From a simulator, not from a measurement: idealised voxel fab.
process module | voxel capacitor over wiring
cross-section cut | 280 nm wide | cells 5 nm
A cross-section is a grid of square cells, given in bands from the top down. A band is one or more rows of cells.
Each band's line starts with the height of the band's top and of its bottom, in nm. Then come its materials from left to right, each with its width in nm. One material with "throughout" fills the band from edge to edge. "air" is empty space.
Height 0 is the level under which the wafer as received is all one material. The lowest band goes on downwards, as in "0 down".
A width such as "30 to 40" changes by the same amount from each row of cells to the next, from the band's top row to its bottom row.
"no change" after a step means that no cell of the cross-section changed.
closed voids: empty space of 8 cells or more with no open way to the top, each as width x height at its distance from the left edge, in nm
after a step's settings: what the simulator itself notes on the step
overlay nm, on a step with a mask: how far to the right of its planned place the mask lay; to the left if negative
Each pair below shows a cross-section before one step and the cross-section after it, down to the lowest band that changed. The line under each pair gives the step between them, with its settings. The pairs can come from different runs of this module on the same starting wafer, so a pair continues from the pair above only where its "before" says so.
before
  50 to 35: resist 95 | air 20 | resist 50 | air 20 | resist 95
  35 to 20: SiO2 throughout
  20 to 15: SiN throughout
  15 to 0: SiO2 throughout
  0 down: Si throughout
  closed voids: none
after
  50 to 35: resist 95 | air 20 | resist 50 | air 20 | resist 95
  35 to 20: SiO2 95 | air 20 | SiO2 50 | air 20 | SiO2 95
  below 20: unchanged
  closed voids: none
the step between: op DIRECTIONAL_ETCH | etch materials SiO2 | depth nm 15
before: the cross-section after the pair above
after
  50 to 35: resist 95 | air 20 | resist 50 | air 20 | resist 95
  35 to 20: SiO2 95 | air 20 | SiO2 50 | air 20 | SiO2 95
  20 to 15: SiN 95 | air 20 | SiN 50 | air 20 | SiN 95
  below 15: unchanged
  closed voids: none
the step between: op DIRECTIONAL_ETCH | etch materials SiN | depth nm 5
before: the cross-section after the pair above
after
  35 to 20: SiO2 95 | air 20 | SiO2 50 | air 20 | SiO2 95
  below 20: unchanged
  closed voids: none
the step between: op STRIP | etch materials resist
before: the cross-section after the pair above
after
  40 to 35: TiN 100 | air 10 | TiN 60 | air 10 | TiN 100
  35 to 20: SiO2 95 | TiN 5 | air 10 | TiN 5 | SiO2 50 | TiN 5 | air 10 | TiN 5 | SiO2 95
  20 to 15: SiN 95 | TiN 20 | SiN 50 | TiN 20 | SiN 95
  below 15: unchanged
  closed voids: none
the step between: op CONFORMAL_DEP | material TiN | thk nm 5
before: the cross-section after the pair above
after
  50 to 40: W throughout
  40 to 35: TiN 100 | W 10 | TiN 60 | W 10 | TiN 100
  35 to 20: SiO2 95 | TiN 5 | W 10 | TiN 5 | SiO2 50 | TiN 5 | W 10 | TiN 5 | SiO2 95
  below 20: unchanged
  closed voids: none
the step between: op FILL_DEP | material W | thk nm 10
before: the cross-section after the pair above
after
  30 to 20: SiO2 95 | TiN 5 | W 10 | TiN 5 | SiO2 50 | TiN 5 | W 10 | TiN 5 | SiO2 95
  below 20: unchanged
  closed voids: none
the step between: op CMP | height nm 30
before: the cross-section after the pair above
after
  35 to 30: air 90 | Ru 30 | air 40 | Ru 30 | air 90
  below 30: unchanged
  closed voids: none
the step between: op EPI | material Ru | thk nm 5
before: the cross-section after the pair above
after
  40 to 35: SiCN throughout
  35 to 30: SiCN 90 | Ru 30 | SiCN 40 | Ru 30 | SiCN 90
  below 30: unchanged
  closed voids: none
the step between: op FILL_DEP | material SiCN | thk nm 5
before: the cross-section after the pair above
after
  50 to 40: lowk throughout
  below 40: unchanged
  closed voids: none
the step between: op DIRECTIONAL_DEP | material lowk | thk nm 10
before: the cross-section after the pair above
after
  65 to 50: aC throughout
  below 50: unchanged
  closed voids: none
the step between: op DIRECTIONAL_DEP | material aC | thk nm 15
before: the cross-section after the pair above
after
  100 to 65: resist 100 | air 15 | resist 165
  below 65: unchanged
  closed voids: none
the step between: op PATTERN | tone open | mask id PLUG_1 | material resist | width nm 15 | thk nm 35 | overlay nm 0
before: the cross-section after the pair above
after
  85 to 65: resist 100 | air 15 | resist 165
  65 to 50: aC 100 | air 15 | aC 165
  below 50: unchanged
  closed voids: none
the step between: op DIRECTIONAL_ETCH | etch materials aC | depth nm 15
before: the cross-section after the pair above
after
  65 to 50: aC 100 | air 15 | aC 165
  below 50: unchanged
  closed voids: none
the step between: op STRIP | etch materials resist
before: the cross-section after the pair above
after
  65 to 50: aC 100 | air 15 | aC 165
  50 to 40: lowk 100 | air 15 | lowk 165
  below 40: unchanged
  closed voids: none
the step between: op DIRECTIONAL_ETCH | etch materials lowk | depth nm 10
before: the cross-section after the pair above
after
  65 to 50: aC 100 | air 15 | aC 165
  50 to 40: lowk 100 | air 15 | lowk 165
  40 to 35: SiCN 100 | air 15 | SiCN 165
  below 35: unchanged
  closed voids: none
the step between: op DIRECTIONAL_ETCH | etch materials SiCN | depth nm 5
before: the cross-section after the pair above
after
  50 to 40: lowk 100 | air 15 | lowk 165
  below 40: unchanged
  closed voids: none
the step between: op STRIP | etch materials aC
before: the cross-section after the pair above
after
  55 to 50: TiN 105 | air 5 | TiN 170
  50 to 40: lowk 100 | TiN 5 | air 5 | TiN 5 | lowk 165
  40 to 35: SiCN 100 | TiN 15 | SiCN 165
  below 35: unchanged
  closed voids: none
the step between: op CONFORMAL_DEP | material TiN | thk nm 5
before: the cross-section after the pair above
after
  65 to 55: Ru throughout
  55 to 50: TiN 105 | Ru 5 | TiN 170
  50 to 40: lowk 100 | TiN 5 | Ru 5 | TiN 5 | lowk 165
  below 40: unchanged
  closed voids: none
the step between: op FILL_DEP | material Ru | thk nm 10
before: the cross-section after the pair above
after
  50 to 40: lowk 100 | TiN 5 | Ru 5 | TiN 5 | lowk 165
  below 40: unchanged
  closed voids: none
the step between: op CMP | height nm 50
before: the cross-section after the pair above
after
  55 to 50: TiN throughout
  below 50: unchanged
  closed voids: none
the step between: op DIRECTIONAL_DEP | material TiN | thk nm 5
before: the cross-section after the pair above
after
  60 to 55: HfO2 throughout
  below 55: unchanged
  closed voids: none
the step between: op DIRECTIONAL_DEP | material HfO2 | thk nm 5
before: the cross-section after the pair above
after
  65 to 60: TiN throughout
  below 60: unchanged
  closed voids: none
the step between: op DIRECTIONAL_DEP | material TiN | thk nm 5
before: the cross-section after the pair above
after
  75 to 65: aC throughout
  below 65: unchanged
  closed voids: none
the step between: op DIRECTIONAL_DEP | material aC | thk nm 10
before: the cross-section after the pair above
after
  100 to 75: air 100 | resist 55 | air 125
  below 75: unchanged
  closed voids: none
the step between: op PATTERN | tone cover | mask id UPPER_PLATE | material resist | width nm 55 | thk nm 25 | overlay nm 0
before: the cross-section after the pair above
after
  90 to 75: air 100 | resist 55 | air 125
  75 to 65: air 100 | aC 55 | air 125
  below 65: unchanged
  closed voids: none
the step between: op DIRECTIONAL_ETCH | etch materials aC | depth nm 10
before: the cross-section after the pair above
after
  75 to 65: air 100 | aC 55 | air 125
  below 65: unchanged
  closed voids: none
the step between: op STRIP | etch materials resist
before: the cross-section after the pair above
after
  75 to 65: air 100 | aC 55 | air 125
  65 to 60: air 100 | TiN 55 | air 125
  below 60: unchanged
  closed voids: none
the step between: op DIRECTIONAL_ETCH | etch materials TiN | depth nm 5
before: the cross-section after the pair above
after
  75 to 65: air 100 | aC 55 | air 125
  65 to 60: air 100 | TiN 55 | air 125
  60 to 55: air 100 | HfO2 55 | air 125
  below 55: unchanged
  closed voids: none
the step between: op DIRECTIONAL_ETCH | etch materials HfO2 | depth nm 5
before: the cross-section after the pair above
after
  65 to 60: air 100 | TiN 55 | air 125
  below 60: unchanged
  closed voids: none
the step between: op STRIP | etch materials aC
before: the cross-section after the pair above
after
  65 to 60: air 100 | TiN 55 | air 125
  60 to 55: air 100 | HfO2 55 | air 125
  55 to 50: air 95 | TiN 65 | air 120
  below 50: unchanged
  closed voids: none
the step between: op MASKED_ETCH | tone cover | mask id LOWER_PLATE | width nm 65 | etch materials TiN | depth nm 5 | overlay nm 0
before: the cross-section after the pair above
after
  80 to 65: SiO2 throughout
  65 to 60: SiO2 100 | TiN 55 | SiO2 125
  60 to 55: SiO2 100 | HfO2 55 | SiO2 125
  55 to 50: SiO2 95 | TiN 65 | SiO2 120
  below 50: unchanged
  closed voids: none
the step between: op FILL_DEP | material SiO2 | thk nm 15
before: the cross-section after the pair above
after
  75 to 65: SiO2 throughout
  below 65: unchanged
  closed voids: none
the step between: op CMP | height nm 75
before: the cross-section after the pair above
after
  90 to 75: aC throughout
  below 75: unchanged
  closed voids: none
the step between: op DIRECTIONAL_DEP | material aC | thk nm 15
before: the cross-section after the pair above
after
  120 to 90: resist 110 | air 15 | resist 155
  below 90: unchanged
  closed voids: none
the step between: op PATTERN | tone open | mask id PLUG_2 | material resist | width nm 15 | thk nm 30 | overlay nm 0
before: the cross-section after the pair above
after
  105 to 90: resist 110 | air 15 | resist 155
  90 to 75: aC 110 | air 15 | aC 155
  below 75: unchanged
  closed voids: none
the step between: op DIRECTIONAL_ETCH | etch materials aC | depth nm 15
before: the cross-section after the pair above
after
  90 to 75: aC 110 | air 15 | aC 155
  below 75: unchanged
  closed voids: none
the step between: op STRIP | etch materials resist
before: the cross-section after the pair above
after
  90 to 75: aC 110 | air 15 | aC 155
  75 to 65: SiO2 110 | air 15 | SiO2 155
  below 65: unchanged
  closed voids: none
the step between: op DIRECTIONAL_ETCH | etch materials SiO2 | depth nm 10
before: the cross-section after the pair above
after
  75 to 65: SiO2 110 | air 15 | SiO2 155
  below 65: unchanged
  closed voids: none
the step between: op STRIP | etch materials aC
before: the cross-section after the pair above
after
  80 to 75: TiN 115 | air 5 | TiN 160
  75 to 70: SiO2 110 | TiN 5 | air 5 | TiN 5 | SiO2 155
  70 to 60: SiO2 110 to 100 | TiN 15 to 55 | SiO2 155 to 125
  below 60: unchanged
  closed voids: none
the step between: op CONFORMAL_DEP | material TiN | thk nm 5
before: the cross-section after the pair above
after
  90 to 80: Cu throughout
  80 to 75: TiN 115 | Cu 5 | TiN 160
  75 to 70: SiO2 110 | TiN 5 | Cu 5 | TiN 5 | SiO2 155
  below 70: unchanged
  closed voids: none
the step between: op FILL_DEP | material Cu | thk nm 10
before: the cross-section after the pair above
after
  75 to 70: SiO2 110 | TiN 5 | Cu 5 | TiN 5 | SiO2 155
  below 70: unchanged
  closed voids: none
the step between: op CMP | height nm 75
before: the cross-section after the pair above
after
  80 to 75: SiCN throughout
  below 75: unchanged
  closed voids: none
the step between: op CONFORMAL_DEP | material SiCN | thk nm 5
before
  90 to 75: aC throughout
  75 to 65: SiO2 throughout
  65 to 60: SiO2 100 | TiN 55 | SiO2 125
  60 to 55: SiO2 100 | HfO2 55 | SiO2 125
  55 to 50: SiO2 95 | TiN 65 | SiO2 120
  50 to 40: lowk 100 | TiN 5 | Ru 5 | TiN 5 | lowk 165
  40 to 35: SiCN 100 | TiN 15 | SiCN 165
  35 to 30: SiCN 90 | Ru 30 | SiCN 40 | Ru 30 | SiCN 90
  30 to 15: SiO2 95 | TiN 5 | W 10 | TiN 5 | SiO2 50 | TiN 5 | W 10 | TiN 5 | SiO2 95
  15 to 10: SiN 95 | TiN 20 | SiN 50 | TiN 20 | SiN 95
  10 to 0: SiO2 throughout
  0 down: Si throughout
  closed voids: none
after
  120 to 90: resist 110 | air 20 | resist 150
  below 90: unchanged
  closed voids: none
the step between: op PATTERN | tone open | mask id PLUG_2 | material resist | width nm 20 | thk nm 30 | overlay nm 0
before: the cross-section after the pair above
after
  105 to 90: resist 110 | air 20 | resist 150
  90 to 75: aC 110 | air 20 | aC 150
  below 75: unchanged
  closed voids: none
the step between: op DIRECTIONAL_ETCH | etch materials aC | depth nm 15
before: the cross-section after the pair above
after
  90 to 75: aC 110 | air 20 | aC 150
  below 75: unchanged
  closed voids: none
the step between: op STRIP | etch materials resist
before: the cross-section after the pair above
after
  90 to 75: aC 110 | air 20 | aC 150
  75 to 65: SiO2 110 | air 20 | SiO2 150
  below 65: unchanged
  closed voids: none
the step between: op DIRECTIONAL_ETCH | etch materials SiO2 | depth nm 10
before: the cross-section after the pair above
after
  75 to 65: SiO2 110 | air 20 | SiO2 150
  below 65: unchanged
  closed voids: none
the step between: op STRIP | etch materials aC
before: the cross-section after the pair above
after
  80 to 75: TiN 115 | air 10 | TiN 155
  75 to 70: SiO2 110 | TiN 5 | air 10 | TiN 5 | SiO2 150
  70 to 60: SiO2 110 to 100 | TiN 20 to 55 | SiO2 150 to 125
  below 60: unchanged
  closed voids: none
the step between: op CONFORMAL_DEP | material TiN | thk nm 5
before: the cross-section after the pair above
after
  90 to 80: Cu throughout
  80 to 75: TiN 115 | Cu 10 | TiN 155
  75 to 70: SiO2 110 | TiN 5 | Cu 10 | TiN 5 | SiO2 150
  below 70: unchanged
  closed voids: none
the step between: op FILL_DEP | material Cu | thk nm 10
before: the cross-section after the pair above
after
  75 to 70: SiO2 110 | TiN 5 | Cu 10 | TiN 5 | SiO2 150
  below 70: unchanged
  closed voids: none
the step between: op CMP | height nm 75
before: the cross-section after the pair above
after
  80 to 75: SiCN throughout
  below 75: unchanged
  closed voids: none
the step between: op CONFORMAL_DEP | material SiCN | thk nm 5
before
  65 to 60: air 100 | TiN 55 | air 125
  60 to 55: air 100 | HfO2 55 | air 125
  55 to 50: TiN throughout
  50 to 40: lowk 100 | TiN 5 | Ru 5 | TiN 5 | lowk 165
  40 to 35: SiCN 100 | TiN 15 | SiCN 165
  35 to 30: SiCN 90 | Ru 30 | SiCN 40 | Ru 30 | SiCN 90
  30 to 15: SiO2 95 | TiN 5 | W 10 | TiN 5 | SiO2 50 | TiN 5 | W 10 | TiN 5 | SiO2 95
  15 to 10: SiN 95 | TiN 20 | SiN 50 | TiN 20 | SiN 95
  10 to 0: SiO2 throughout
  0 down: Si throughout
  closed voids: none
after
  65 to 60: air 100 | TiN 55 | air 125
  60 to 55: air 100 | HfO2 55 | air 125
  55 to 50: air 100 | TiN 65 | air 115
  below 50: unchanged
  closed voids: none
the step between: op MASKED_ETCH | tone cover | mask id LOWER_PLATE | width nm 65 | etch materials TiN | depth nm 5 | overlay nm 5
before: the cross-section after the pair above
after
  80 to 65: SiO2 throughout
  65 to 60: SiO2 100 | TiN 55 | SiO2 125
  60 to 55: SiO2 100 | HfO2 55 | SiO2 125
  55 to 50: SiO2 100 | TiN 65 | SiO2 115
  below 50: unchanged
  closed voids: none
the step between: op FILL_DEP | material SiO2 | thk nm 15
before: the cross-section after the pair above
after
  75 to 65: SiO2 throughout
  below 65: unchanged
  closed voids: none
the step between: op CMP | height nm 75
before: the cross-section after the pair above
after
  90 to 75: aC throughout
  below 75: unchanged
  closed voids: none
the step between: op DIRECTIONAL_DEP | material aC | thk nm 15
before: the cross-section after the pair above
after
  120 to 90: resist 110 | air 15 | resist 155
  below 90: unchanged
  closed voids: none
the step between: op PATTERN | tone open | mask id PLUG_2 | material resist | width nm 15 | thk nm 30 | overlay nm 0
before: the cross-section after the pair above
after
  105 to 90: resist 110 | air 15 | resist 155
  90 to 75: aC 110 | air 15 | aC 155
  below 75: unchanged
  closed voids: none
the step between: op DIRECTIONAL_ETCH | etch materials aC | depth nm 15
before: the cross-section after the pair above
after
  90 to 75: aC 110 | air 15 | aC 155
  below 75: unchanged
  closed voids: none
the step between: op STRIP | etch materials resist
before: the cross-section after the pair above
after
  90 to 75: aC 110 | air 15 | aC 155
  75 to 65: SiO2 110 | air 15 | SiO2 155
  below 65: unchanged
  closed voids: none
the step between: op DIRECTIONAL_ETCH | etch materials SiO2 | depth nm 10
before: the cross-section after the pair above
after
  75 to 65: SiO2 110 | air 15 | SiO2 155
  below 65: unchanged
  closed voids: none
the step between: op STRIP | etch materials aC
before: the cross-section after the pair above
after
  80 to 75: TiN 115 | air 5 | TiN 160
  75 to 70: SiO2 110 | TiN 5 | air 5 | TiN 5 | SiO2 155
  70 to 60: SiO2 110 to 100 | TiN 15 to 55 | SiO2 155 to 125
  below 60: unchanged
  closed voids: none
the step between: op CONFORMAL_DEP | material TiN | thk nm 5
before: the cross-section after the pair above
after
  90 to 80: Cu throughout
  80 to 75: TiN 115 | Cu 5 | TiN 160
  75 to 70: SiO2 110 | TiN 5 | Cu 5 | TiN 5 | SiO2 155
  below 70: unchanged
  closed voids: none
the step between: op FILL_DEP | material Cu | thk nm 10
before: the cross-section after the pair above
after
  75 to 70: SiO2 110 | TiN 5 | Cu 5 | TiN 5 | SiO2 155
  below 70: unchanged
  closed voids: none
the step between: op CMP | height nm 75
before: the cross-section after the pair above
after
  80 to 75: SiCN throughout
  below 75: unchanged
  closed voids: none
the step between: op CONFORMAL_DEP | material SiCN | thk nm 5
before
  60 to 55: HfO2 throughout
  55 to 50: TiN throughout
  50 to 40: lowk 100 | TiN 5 | Ru 5 | TiN 5 | lowk 165
  40 to 35: SiCN 100 | TiN 15 | SiCN 165
  35 to 30: SiCN 90 | Ru 30 | SiCN 40 | Ru 30 | SiCN 90
  30 to 15: SiO2 95 | TiN 5 | W 10 | TiN 5 | SiO2 50 | TiN 5 | W 10 | TiN 5 | SiO2 95
  15 to 10: SiN 95 | TiN 20 | SiN 50 | TiN 20 | SiN 95
  10 to 0: SiO2 throughout
  0 down: Si throughout
  closed voids: none
after
  65 to 60: Ru throughout
  below 60: unchanged
  closed voids: none
the step between: op DIRECTIONAL_DEP | material Ru | thk nm 5
before: the cross-section after the pair above
after
  75 to 65: aC throughout
  below 65: unchanged
  closed voids: none
the step between: op DIRECTIONAL_DEP | material aC | thk nm 10
before: the cross-section after the pair above
after
  100 to 75: air 100 | resist 55 | air 125
  below 75: unchanged
  closed voids: none
the step between: op PATTERN | tone cover | mask id UPPER_PLATE | material resist | width nm 55 | thk nm 25 | overlay nm 0
before: the cross-section after the pair above
after
  90 to 75: air 100 | resist 55 | air 125
  75 to 65: air 100 | aC 55 | air 125
  below 65: unchanged
  closed voids: none
the step between: op DIRECTIONAL_ETCH | etch materials aC | depth nm 10
before: the cross-section after the pair above
after
  75 to 65: air 100 | aC 55 | air 125
  below 65: unchanged
  closed voids: none
the step between: op STRIP | etch materials resist
before: the cross-section after the pair above
after
  65 to 60: Ru throughout
  below 60: unchanged
  closed voids: none
the step between: op STRIP | etch materials aC
before: the cross-section after the pair above
after
  80 to 65: SiO2 throughout
  below 65: unchanged
  closed voids: none
the step between: op FILL_DEP | material SiO2 | thk nm 15
before: the cross-section after the pair above
after
  75 to 65: SiO2 throughout
  below 65: unchanged
  closed voids: none
the step between: op CMP | height nm 75
before: the cross-section after the pair above
after
  90 to 75: aC throughout
  below 75: unchanged
  closed voids: none
the step between: op DIRECTIONAL_DEP | material aC | thk nm 15
before: the cross-section after the pair above
after
  120 to 90: resist 110 | air 15 | resist 155
  below 90: unchanged
  closed voids: none
the step between: op PATTERN | tone open | mask id PLUG_2 | material resist | width nm 15 | thk nm 30 | overlay nm 0
before: the cross-section after the pair above
after
  105 to 90: resist 110 | air 15 | resist 155
  90 to 75: aC 110 | air 15 | aC 155
  below 75: unchanged
  closed voids: none
the step between: op DIRECTIONAL_ETCH | etch materials aC | depth nm 15
before: the cross-section after the pair above
after
  90 to 75: aC 110 | air 15 | aC 155
  below 75: unchanged
  closed voids: none
the step between: op STRIP | etch materials resist
before: the cross-section after the pair above
after
  90 to 75: aC 110 | air 15 | aC 155
  75 to 65: SiO2 110 | air 15 | SiO2 155
  below 65: unchanged
  closed voids: none
the step between: op DIRECTIONAL_ETCH | etch materials SiO2 | depth nm 10
before: the cross-section after the pair above
after
  75 to 65: SiO2 110 | air 15 | SiO2 155
  below 65: unchanged
  closed voids: none
the step between: op STRIP | etch materials aC
before: the cross-section after the pair above
after
  80 to 75: TiN 115 | air 5 | TiN 160
  75 to 70: SiO2 110 | TiN 5 | air 5 | TiN 5 | SiO2 155
  70 to 65: SiO2 110 | TiN 15 | SiO2 155
  below 65: unchanged
  closed voids: none
the step between: op CONFORMAL_DEP | material TiN | thk nm 5
before: the cross-section after the pair above
after
  90 to 80: Cu throughout
  80 to 75: TiN 115 | Cu 5 | TiN 160
  75 to 70: SiO2 110 | TiN 5 | Cu 5 | TiN 5 | SiO2 155
  below 70: unchanged
  closed voids: none
the step between: op FILL_DEP | material Cu | thk nm 10
before: the cross-section after the pair above
after
  75 to 70: SiO2 110 | TiN 5 | Cu 5 | TiN 5 | SiO2 155
  below 70: unchanged
  closed voids: none
the step between: op CMP | height nm 75
before: the cross-section after the pair above
after
  80 to 75: SiCN throughout
  below 75: unchanged
  closed voids: none
the step between: op CONFORMAL_DEP | material SiCN | thk nm 5
before
  65 to 60: air 100 | TiN 55 | air 125
  60 to 55: air 100 | HfO2 55 | air 125
  55 to 50: TiN throughout
  50 to 40: lowk 100 | TiN 5 | Ru 5 | TiN 5 | lowk 165
  40 to 35: SiCN 100 | TiN 15 | SiCN 165
  35 to 30: SiCN 90 | Ru 30 | SiCN 40 | Ru 30 | SiCN 90
  30 to 15: SiO2 95 | TiN 5 | W 10 | TiN 5 | SiO2 50 | TiN 5 | W 10 | TiN 5 | SiO2 95
  15 to 10: SiN 95 | TiN 20 | SiN 50 | TiN 20 | SiN 95
  10 to 0: SiO2 throughout
  0 down: Si throughout
  closed voids: none
after
  60 to 55: air 100 | HfO2 55 | air 125
  55 to 50: TiN 95 | air 5 | TiN 55 | air 5 | TiN 120
  below 50: unchanged
  closed voids: none
the step between: op MASKED_ETCH | tone open | mask id LOWER_PLATE | width nm 65 | etch materials TiN | depth nm 5 | overlay nm 0
before: the cross-section after the pair above
after
  75 to 60: SiO2 throughout
  60 to 55: SiO2 100 | HfO2 55 | SiO2 125
  55 to 50: TiN 95 | SiO2 5 | TiN 55 | SiO2 5 | TiN 120
  below 50: unchanged
  closed voids: none
the step between: op FILL_DEP | material SiO2 | thk nm 15
before: the cross-section after the pair above
after
  90 to 75: aC throughout
  below 75: unchanged
  closed voids: none
the step between: op DIRECTIONAL_DEP | material aC | thk nm 15
before: the cross-section after the pair above
after
  120 to 90: resist 110 | air 15 | resist 155
  below 90: unchanged
  closed voids: none
the step between: op PATTERN | tone open | mask id PLUG_2 | material resist | width nm 15 | thk nm 30 | overlay nm 0
before: the cross-section after the pair above
after
  105 to 90: resist 110 | air 15 | resist 155
  90 to 75: aC 110 | air 15 | aC 155
  below 75: unchanged
  closed voids: none
the step between: op DIRECTIONAL_ETCH | etch materials aC | depth nm 15
before: the cross-section after the pair above
after
  90 to 75: aC 110 | air 15 | aC 155
  below 75: unchanged
  closed voids: none
the step between: op STRIP | etch materials resist
before: the cross-section after the pair above
after
  90 to 75: aC 110 | air 15 | aC 155
  75 to 65: SiO2 110 | air 15 | SiO2 155
  below 65: unchanged
  closed voids: none
the step between: op DIRECTIONAL_ETCH | etch materials SiO2 | depth nm 10
before: the cross-section after the pair above
after
  75 to 65: SiO2 110 | air 15 | SiO2 155
  below 65: unchanged
  closed voids: none
the step between: op STRIP | etch materials aC
before: the cross-section after the pair above
after
  80 to 75: TiN 115 | air 5 | TiN 160
  75 to 70: SiO2 110 | TiN 5 | air 5 | TiN 5 | SiO2 155
  70 to 65: SiO2 110 | TiN 15 | SiO2 155
  below 65: unchanged
  closed voids: none
the step between: op CONFORMAL_DEP | material TiN | thk nm 5
before: the cross-section after the pair above
after
  90 to 80: Cu throughout
  80 to 75: TiN 115 | Cu 5 | TiN 160
  75 to 70: SiO2 110 | TiN 5 | Cu 5 | TiN 5 | SiO2 155
  below 70: unchanged
  closed voids: none
the step between: op FILL_DEP | material Cu | thk nm 10
before: the cross-section after the pair above
after
  75 to 70: SiO2 110 | TiN 5 | Cu 5 | TiN 5 | SiO2 155
  below 70: unchanged
  closed voids: none
the step between: op CMP | height nm 75
before: the cross-section after the pair above
after
  80 to 75: SiCN throughout
  below 75: unchanged
  closed voids: none
the step between: op CONFORMAL_DEP | material SiCN | thk nm 5
